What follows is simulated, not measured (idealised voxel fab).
Process module name: voxel lift off
215 nm wide, 5 nm square cells: that's cross-section cut.
Format of a cross-section: grid, square cells. Given as bands. Order: top down. Band: one or more rows of cells. Within each band entry, the heights of the top and of the bottom of the band appear first, in that order and in nm; the materials of the band then follow from left to right, each with its corresponding width in nm. The designation "full width" on a single material indicates that it fills the band from edge to edge; the designation "empty" indicates empty space. Zero point of the height axis is 0; under it, received wafer = one material. Lowest band: continues down indefinitely, "0 -> down". Think of "30->40" as a width that walks from the first number to the second as you go down the band, top row to bottom row, taking equal-sized steps from row to row. "all unchanged" means the step left every cell of the cross-section as it was. "Unvented voids": sealed empty spaces, 8 cells or more, no open way to top, listed width x height at distance, with distance from the left edge and width, height and distance in nm. On a step's line, text after the settings is the simulator commenting on that step. The optional step-line setting "overlay nm" applies to steps with a mask and quantifies how far to the right of its planned location the mask lay, a negative value indicating leftward placement. Note on reading: below, each pair holds a cross-section from before one process step and one from after it; the one from after shows only down to the lowest band that changed. Beneath the pair, the step in between is stated along with its settings. The pairs can stem from different runs of this module on the same starting wafer. Where a pair's entry headed "Pre-process state" says so, and only there, that pair continues from the pair above it.

**Pre-process state**
- 0 -> down | Si full width
- Unvented voids: none

**Resulting Cross-Section**
- 15 -> 0 | Al2O3 full width
- below 0: unchanged
- Unvented voids: none
Which operation links the two cross-sections above? CONFORMAL_DEP | material Al2O3 | thk nm 15

Pre-process state: The initial state for this step is given by the after cross-section of the immediately preceding pair.

**Resulting Cross-Section**
- 35 -> 15 | resist=85 | empty=15 | resist=15 | empty=15 | resist=85
- below 15: unchanged
- Unvented voids: none
Which operation links the two cross-sections above? PATTERN | tone open | mask id LINES | material resist | width nm 15 | pitch nm 30 | thk nm 20 | overlay nm 0

Pre-process state: The initial state for this step is given by the after cross-section of the immediately preceding pair.

**Resulting Cross-Section**
- 45 -> 35 | Ru=85 | empty=15 | Ru=15 | empty=15 | Ru=85
- 35 -> 25 | resist=85 | empty=15 | resist=15 | empty=15 | resist=85
- 25 -> 15 | resist=85 | Ru=15 | resist=15 | Ru=15 | resist=85
- below 15: unchanged
- Unvented voids: none
Which operation links the two cross-sections above? DIRECTIONAL_DEP | material Ru | thk nm 10

Pre-process state: The initial state for this step is given by the after cross-section of the immediately preceding pair.

**Resulting Cross-Section**
- 25 -> 15 | empty=85 | Ru=15 | empty=15 | Ru=15 | empty=85
- below 15: unchanged
- Unvented voids: none
Which operation links the two cross-sections above? STRIP | etch materials resist

Pre-process state: The initial state for this step is given by the after cross-section of the immediately preceding pair.

**Resulting Cross-Section**
- 30 -> 25 | empty=80 | SiO2=25 | empty=5 | SiO2=25 | empty=80
- 25 -> 20 | empty=80 | SiO2=5 | Ru=15 | SiO2=5 | empty=5 | SiO2=5 | Ru=15 | SiO2=5 | empty=80
- 20 -> 15 | SiO2=85 | Ru=15 | SiO2=15 | Ru=15 | SiO2=85
- below 15: unchanged
- Unvented voids: none
Which operation links the two cross-sections above? CONFORMAL_DEP | material SiO2 | thk nm 5

**Pre-process state**
- 35 -> 15 | resist=85 | empty=15 | resist=15 | empty=15 | resist=85
- 15 -> 0 | Al2O3 full width
- 0 -> down | Si full width
- Unvented voids: none

**Resulting Cross-Section**
- 15 -> 0 | Al2O3 full width
- below 0: unchanged
- Unvented voids: none
Which operation links the two cross-sections above? STRIP | etch materials resist

Pre-process state: The initial state for this step is given by the after cross-section of the immediately preceding pair.

**Resulting Cross-Section**
- 20 -> 15 | SiO2 full width
- below 15: unchanged
- Unvented voids: none
Which operation links the two cross-sections above? CONFORMAL_DEP | material SiO2 | thk nm 5

**Pre-process state**
- 15 -> 0 | Al2O3 full width
- 0 -> down | Si full width
- Unvented voids: none

**Resulting Cross-Section**
- 30 -> 0 | Al2O3 full width
- below 0: unchanged
- Unvented voids: none
Which operation links the two cross-sections above? CONFORMAL_DEP | material Al2O3 | thk nm 15

Pre-process state: The initial state for this step is given by the after cross-section of the immediately preceding pair.

**Resulting Cross-Section**
- 50 -> 30 | resist=85 | empty=15 | resist=15 | empty=15 | resist=85
- below 30: unchanged
- Unvented voids: none
Which operation links the two cross-sections above? PATTERN | tone open | mask id LINES | material resist | width nm 15 | pitch nm 30 | thk nm 20 | overlay nm 0

Pre-process state: The initial state for this step is given by the after cross-section of the immediately preceding pair.

**Resulting Cross-Section**
- 60 -> 50 | Ru=85 | empty=15 | Ru=15 | empty=15 | Ru=85
- 50 -> 40 | resist=85 | empty=15 | resist=15 | empty=15 | resist=85
- 40 -> 30 | resist=85 | Ru=15 | resist=15 | Ru=15 | resist=85
- below 30: unchanged
- Unvented voids: none
Which operation links the two cross-sections above? DIRECTIONAL_DEP | material Ru | thk nm 10

Pre-process state: The initial state for this step is given by the after cross-section of the immediately preceding pair.

**Resulting Cross-Section**
- 40 -> 30 | empty=85 | Ru=15 | empty=15 | Ru=15 | empty=85
- below 30: unchanged
- Unvented voids: none
Which operation links the two cross-sections above? STRIP | etch materials resist

Pre-process state: The initial state for this step is given by the after cross-section of the immediately preceding pair.

**Resulting Cross-Section**
- 45 -> 40 | empty=80 | SiO2=25 | empty=5 | SiO2=25 | empty=80
- 40 -> 35 | empty=80 | SiO2=5 | Ru=15 | SiO2=5 | empty=5 | SiO2=5 | Ru=15 | SiO2=5 | empty=80
- 35 -> 30 | SiO2=85 | Ru=15 | SiO2=15 | Ru=15 | SiO2=85
- below 30: unchanged
- Unvented voids: none
Which operation links the two cross-sections above? CONFORMAL_DEP | material SiO2 | thk nm 5

**Pre-process state**
- 0 -> down | Si full width
- Unvented voids: none

**Resulting Cross-Section**
- 25 -> 0 | Al2O3 full width
- below 0: unchanged
- Unvented voids: none
Which operation links the two cross-sections above? CONFORMAL_DEP | material Al2O3 | thk nm 25

Pre-process state: The initial state for this step is given by the after cross-section of the immediately preceding pair.

**Resulting Cross-Section**
- 45 -> 25 | resist=85 | empty=15 | resist=15 | empty=15 | resist=85
- below 25: unchanged
- Unvented voids: none
Which operation links the two cross-sections above? PATTERN | tone open | mask id LINES | material resist | width nm 15 | pitch nm 30 | thk nm 20 | overlay nm 0

Pre-process state: The initial state for this step is given by the after cross-section of the immediately preceding pair.

**Resulting Cross-Section**
- 55 -> 45 | Ru=85 | empty=15 | Ru=15 | empty=15 | Ru=85
- 45 -> 35 | resist=85 | empty=15 | resist=15 | empty=15 | resist=85
- 35 -> 25 | resist=85 | Ru=15 | resist=15 | Ru=15 | resist=85
- below 25: unchanged
- Unvented voids: none
Which operation links the two cross-sections above? DIRECTIONAL_DEP | material Ru | thk nm 10

Pre-process state: The initial state for this step is given by the after cross-section of the immediately preceding pair.

**Resulting Cross-Section**
- 35 -> 25 | empty=85 | Ru=15 | empty=15 | Ru=15 | empty=85
- below 25: unchanged
- Unvented voids: none
Which operation links the two cross-sections above? STRIP | etch materials resist

Pre-process state: The initial state for this step is given by the after cross-section of the immediately preceding pair.

**Resulting Cross-Section**
- 40 -> 35 | empty=80 | SiO2=25 | empty=5 | SiO2=25 | empty=80
- 35 -> 30 | empty=80 | SiO2=5 | Ru=15 | SiO2=5 | empty=5 | SiO2=5 | Ru=15 | SiO2=5 | empty=80
- 30 -> 25 | SiO2=85 | Ru=15 | SiO2=15 | Ru=15 | SiO2=85
- below 25: unchanged
- Unvented voids: none
Which operation links the two cross-sections above? CONFORMAL_DEP | material SiO2 | thk nm 5

**Pre-process state**
- 15 -> 0 | Al2O3 full width
- 0 -> down | Si full width
- Unvented voids: none

**Resulting Cross-Section**
- 35 -> 15 | resist=90 | empty=15 | resist=15 | empty=15 | resist=80
- below 15: unchanged
- Unvented voids: none
Which operation links the two cross-sections above? PATTERN | tone open | mask id LINES | material resist | width nm 15 | pitch nm 30 | thk nm 20 | overlay nm 5

Pre-process state: The initial state for this step is given by the after cross-section of the immediately preceding pair.

**Resulting Cross-Section**
- 45 -> 35 | Ru=90 | empty=15 | Ru=15 | empty=15 | Ru=80
- 35 -> 25 | resist=90 | empty=15 | resist=15 | empty=15 | resist=80
- 25 -> 15 | resist=90 | Ru=15 | resist=15 | Ru=15 | resist=80
- below 15: unchanged
- Unvented voids: none
Which operation links the two cross-sections above? DIRECTIONAL_DEP | material Ru | thk nm 10

Pre-process state: The initial state for this step is given by the after cross-section of the immediately preceding pair.

**Resulting Cross-Section**
- 25 -> 15 | empty=90 | Ru=15 | empty=15 | Ru=15 | empty=80
- below 15: unchanged
- Unvented voids: none
Which operation links the two cross-sections above? STRIP | etch materials resist

Pre-process state: The initial state for this step is given by the after cross-section of the immediately preceding pair.

**Resulting Cross-Section**
- 30 -> 25 | empty=85 | SiO2=25 | empty=5 | SiO2=25 | empty=75
- 25 -> 20 | empty=85 | SiO2=5 | Ru=15 | SiO2=5 | empty=5 | SiO2=5 | Ru=15 | SiO2=5 | empty=75
- 20 -> 15 | SiO2=90 | Ru=15 | SiO2=15 | Ru=15 | SiO2=80
- below 15: unchanged
- Unvented voids: none
Which operation links the two cross-sections above? CONFORMAL_DEP | material SiO2 | thk nm 5

**Pre-process state**
- 0 -> down | Si full width
- Unvented voids: none

**Resulting Cross-Section**
- 15 -> 0 | Ru full width
- below 0: unchanged
- Unvented voids: none
Which operation links the two cross-sections above? CONFORMAL_DEP | material Ru | thk nm 15

Pre-process state: The initial state for this step is given by the after cross-section of the immediately preceding pair.

**Resulting Cross-Section**
- 35 -> 15 | resist=85 | empty=15 | resist=15 | empty=15 | resist=85
- below 15: unchanged
- Unvented voids: none
Which operation links the two cross-sections above? PATTERN | tone open | mask id LINES | material resist | width nm 15 | pitch nm 30 | thk nm 20 | overlay nm 0

Pre-process state: The initial state for this step is given by the after cross-section of the immediately preceding pair.

**Resulting Cross-Section**
- 45 -> 35 | Ru=85 | empty=15 | Ru=15 | empty=15 | Ru=85
- 35 -> 25 | resist=85 | empty=15 | resist=15 | empty=15 | resist=85
- 25 -> 15 | resist=85 | Ru=15 | resist=15 | Ru=15 | resist=85
- below 15: unchanged
- Unvented voids: none
Which operation links the two cross-sections above? DIRECTIONAL_DEP | material Ru | thk nm 10

Pre-process state: The initial state for this step is given by the after cross-section of the immediately preceding pair.

**Resulting Cross-Section**
- 25 -> 15 | empty=85 | Ru=15 | empty=15 | Ru=15 | empty=85
- below 15: unchanged
- Unvented voids: none
Which operation links the two cross-sections above? STRIP | etch materials resist

Pre-process state: The initial state for this step is given by the after cross-section of the immediately preceding pair.

**Resulting Cross-Section**
- 30 -> 25 | empty=80 | SiO2=25 | empty=5 | SiO2=25 | empty=80
- 25 -> 20 | empty=80 | SiO2=5 | Ru=15 | SiO2=5 | empty=5 | SiO2=5 | Ru=15 | SiO2=5 | empty=80
- 20 -> 15 | SiO2=85 | Ru=15 | SiO2=15 | Ru=15 | SiO2=85
- below 15: unchanged
- Unvented voids: none
Which operation links the two cross-sections above? CONFORMAL_DEP | material SiO2 | thk nm 5

**Pre-process state**
- 15 -> 0 | Al2O3 full width
- 0 -> down | Si full width
- Unvented voids: none

**Resulting Cross-Section**
- 35 -> 15 | empty=85 | resist=15 | empty=15 | resist=15 | empty=85
- below 15: unchanged
- Unvented voids: none
Which operation links the two cross-sections above? PATTERN | tone cover | mask id LINES | material resist | width nm 15 | pitch nm 30 | thk nm 20 | overlay nm 0

Pre-process state: The initial state for this step is given by the after cross-section of the immediately preceding pair.

**Resulting Cross-Section**
- 45 -> 35 | empty=85 | Ru=15 | empty=15 | Ru=15 | empty=85
- 35 -> 25 | empty=85 | resist=15 | empty=15 | resist=15 | empty=85
- 25 -> 15 | Ru=85 | resist=15 | Ru=15 | resist=15 | Ru=85
- below 15: unchanged
- Unvented voids: none
Which operation links the two cross-sections above? DIRECTIONAL_DEP | material Ru | thk nm 10

Pre-process state: The initial state for this step is given by the after cross-section of the immediately preceding pair.

**Resulting Cross-Section**
- 25 -> 15 | Ru=85 | empty=15 | Ru=15 | empty=15 | Ru=85
- below 15: unchanged
- Unvented voids: none
Which operation links the two cross-sections above? STRIP | etch materials resist

Pre-process state: The initial state for this step is given by the after cross-section of the immediately preceding pair.

**Resulting Cross-Section**
- 30 -> 25 | SiO2=90 | empty=5 | SiO2=25 | empty=5 | SiO2=90
- 25 -> 20 | Ru=85 | SiO2=5 | empty=5 | SiO2=5 | Ru=15 | SiO2=5 | empty=5 | SiO2=5 | Ru=85
- 20 -> 15 | Ru=85 | SiO2=15 | Ru=15 | SiO2=15 | Ru=85
- below 15: unchanged
- Unvented voids: none
Which operation links the two cross-sections above? CONFORMAL_DEP | material SiO2 | thk nm 5
